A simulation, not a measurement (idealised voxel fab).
voxel spacer lines: a process module
Section cut is 250 nm wide and gridded with 5 nm square cells.
A cross-section is written here as square cells arranged in a grid, and it is given in bands from the top down, each band taking up one or more rows of cells. Each band's line starts with the height of the band's top and of its bottom, in nm. Then come its materials from left to right, each with its width in nm. One material with "edge to edge" fills the band from edge to edge. "empty" is empty space. Where do heights start? At 0: under that level the wafer as delivered is made of one material only. And the lowest band has no floor; it just carries on downward, as in "top 0, no bottom". You'd read "30..40" like this: the band's top row of cells is as wide as the first number, its bottom row is as wide as the second, and going down, every row changes width by the same amount as the row before did. No cell of the cross-section changed in a step that is given as "no alteration". Empty spaces without an open route to the top, at least 8 cells in extent, make up the entry "Closed void register"; each is given as width x height at distance, where the distance is measured from the left edge, and all are in nm. What comes after the settings on a step's line is commentary from the simulator itself on that step. "overlay nm" on a masked step: distance the mask lay right of its planned place, negative for left. Note on reading: below, each pair holds a cross-section from before one process step and one from after it; the one from after shows only down to the lowest band that changed. Beneath the pair, the step in between is stated along with its settings. The pairs can stem from different runs of this module on the same starting wafer. Where a pair's entry headed "Before the process" says so, and only there, that pair continues from the pair above it.

### Before the process
	top 50, bottom 30: aC edge to edge
	top 30, bottom 0: Al2O3 edge to edge
	top 0, no bottom: Si edge to edge
	Closed void register: none

### Resulting Cross-Section
	top 80, bottom 50: 65 empty | 15 resist | 35 empty | 15 resist | 35 empty | 15 resist | 70 empty
	Everything below 50 is unchanged.
	Closed void register: none
So what happened between those two cross-sections up there? PATTERN, tone cover, mask id MANDREL, material resist, width nm 15, pitch nm 50, thk nm 30, overlay nm 0

Before the process: cross-section not repeated; it is the one shown after the step in the pair just above.

### Resulting Cross-Section
	top 60, bottom 50: 65 empty | 15 resist | 35 empty | 15 resist | 35 empty | 15 resist | 70 empty
	top 50, bottom 30: 65 empty | 15 aC | 35 empty | 15 aC | 35 empty | 15 aC | 70 empty
	Everything below 30 is unchanged.
	Closed void register: none
So what happened between those two cross-sections up there? DIRECTIONAL_ETCH, etch materials aC, depth nm 20

Before the process: cross-section not repeated; it is the one shown after the step in the pair just above.

### Resulting Cross-Section
	top 50, bottom 30: 65 empty | 15 aC | 35 empty | 15 aC | 35 empty | 15 aC | 70 empty
	Everything below 30 is unchanged.
	Closed void register: none
So what happened between those two cross-sections up there? STRIP, etch materials resist

Before the process: cross-section not repeated; it is the one shown after the step in the pair just above.

### Resulting Cross-Section
	top 60, bottom 50: 55 empty | 35 SiO2 | 15 empty | 35 SiO2 | 15 empty | 35 SiO2 | 60 empty
	top 50, bottom 40: 55 empty | 10 SiO2 | 15 aC | 10 SiO2 | 15 empty | 10 SiO2 | 15 aC | 10 SiO2 | 15 empty | 10 SiO2 | 15 aC | 10 SiO2 | 60 empty
	top 40, bottom 30: 65 SiO2 | 15 aC | 35 SiO2 | 15 aC | 35 SiO2 | 15 aC | 70 SiO2
	Everything below 30 is unchanged.
	Closed void register: none
So what happened between those two cross-sections up there? CONFORMAL_DEP, material SiO2, thk nm 10

Before the process: cross-section not repeated; it is the one shown after the step in the pair just above.

### Resulting Cross-Section
	top 50, bottom 30: 55 empty | 10 SiO2 | 15 aC | 10 SiO2 | 15 empty | 10 SiO2 | 15 aC | 10 SiO2 | 15 empty | 10 SiO2 | 15 aC | 10 SiO2 | 60 empty
	Everything below 30 is unchanged.
	Closed void register: none
So what happened between those two cross-sections up there? DIRECTIONAL_ETCH, etch materials SiO2, depth nm 10

Before the process: cross-section not repeated; it is the one shown after the step in the pair just above.

### Resulting Cross-Section
	top 50, bottom 30: 55 empty | 10 SiO2 | 15 empty | 10 SiO2 | 15 empty | 10 SiO2 | 15 empty | 10 SiO2 | 15 empty | 10 SiO2 | 15 empty | 10 SiO2 | 60 empty
	Everything below 30 is unchanged.
	Closed void register: none
So what happened between those two cross-sections up there? STRIP, etch materials aC

Before the process: cross-section not repeated; it is the one shown after the step in the pair just above.

### Resulting Cross-Section
	top 30, bottom 0: Al2O3 edge to edge
	Everything below 0 is unchanged.
	Closed void register: none
So what happened between those two cross-sections up there? STRIP, etch materials SiO2

Before the process: cross-section not repeated; it is the one shown after the step in the pair just above.

### Resulting Cross-Section
	top 35, bottom 30: lowk edge to edge
	Everything below 30 is unchanged.
	Closed void register: none
So what happened between those two cross-sections up there? FILL_DEP, material lowk, thk nm 5

Before the process: cross-section not repeated; it is the one shown after the step in the pair just above.

### Resulting Cross-Section
	top 30, bottom 0: Al2O3 edge to edge
	Everything below 0 is unchanged.
	Closed void register: none
So what happened between those two cross-sections up there? CMP, height nm 30
